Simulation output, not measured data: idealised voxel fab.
process module | voxel wiring stack
cross-section cut | 170 nm wide | cells 5 nm
A cross-section is a grid of square cells, given in bands from the top down. A band is one or more rows of cells.
Each band's line starts with the height of the band's top and of its bottom, in nm. Then come its materials from left to right, each with its width in nm. One material with "throughout" fills the band from edge to edge. "air" is empty space.
Height 0 is the level under which the wafer as received is all one material. The lowest band goes on downwards, as in "0 down".
A width such as "30 to 40" changes by the same amount from each row of cells to the next, from the band's top row to its bottom row.
"no change" after a step means that no cell of the cross-section changed.
closed voids: empty space of 8 cells or more with no open way to the top, each as width x height at its distance from the left edge, in nm
after a step's settings: what the simulator itself notes on the step
overlay nm, on a step with a mask: how far to the right of its planned place the mask lay; to the left if negative
plan
1 op RECEIVE | material Si
2 op CONFORMAL_DEP | material SiO2 | thk nm 15
3 op DIRECTIONAL_DEP | material TiN | thk nm 5
4 op DIRECTIONAL_DEP | material W | thk nm 25
5 op MASKED_ETCH | tone cover | mask id METAL_1 | width nm 30 | pitch nm 45 | etch materials W | depth nm 25 | overlay nm 0
6 op MASKED_ETCH | tone cover | mask id METAL_1 | width nm 30 | pitch nm 45 | etch materials TiN | depth nm 5 | overlay nm 0
7 op CONFORMAL_DEP | material SiCN | thk nm 5
8 op FILL_DEP | material SiO2 | thk nm 5
9 op CMP | height nm 45
10 op CONFORMAL_DEP | material SiCN | thk nm 5
11 op DIRECTIONAL_DEP | material SiO2 | thk nm 30
12 op DIRECTIONAL_DEP | material aC | thk nm 15
13 op PATTERN | tone open | mask id METAL_2_HOLES | material resist | width nm 15 | pitch nm 90 | thk nm 35 | overlay nm 0
14 op DIRECTIONAL_ETCH | etch materials aC | depth nm 15
15 op STRIP | etch materials resist
16 op DIRECTIONAL_ETCH | etch materials SiO2 | depth nm 30
17 op STRIP | etch materials aC
18 op PATTERN | tone open | mask id METAL_2 | material resist | width nm 30 | pitch nm 45 | thk nm 15 | overlay nm 0
19 op DIRECTIONAL_ETCH | etch materials SiO2 | depth nm 15
20 op DIRECTIONAL_ETCH | etch materials SiCN | depth nm 5
21 op STRIP | etch materials resist
22 op CONFORMAL_DEP | material TiN | thk nm 5
23 op FILL_DEP | material Ru | thk nm 10
24 op CMP | height nm 80
25 op CONFORMAL_DEP | material SiCN | thk nm 5
as received, after step 1
  0 down: Si throughout
  closed voids: none
a wafer at the end: this start, this plan, one mistake
  85 to 80: SiCN throughout
  80 to 75: SiCN 25 | TiN 30 | SiCN 15 | TiN 30 | SiCN 15 | TiN 30 | SiCN 25
  75 to 45: SiO2 throughout
  45 to 20: SiO2 20 | SiCN 5 | W 30 | SiCN 5 | SiO2 5 | SiCN 5 | W 30 | SiCN 5 | SiO2 5 | SiCN 5 | W 30 | SiCN 5 | SiO2 20
  20 to 15: SiCN 25 | TiN 30 | SiCN 15 | TiN 30 | SiCN 15 | TiN 30 | SiCN 25
  15 to 0: SiO2 throughout
  0 down: Si throughout
  closed voids: none
what went wrong: steps 10 and 11 were swapped
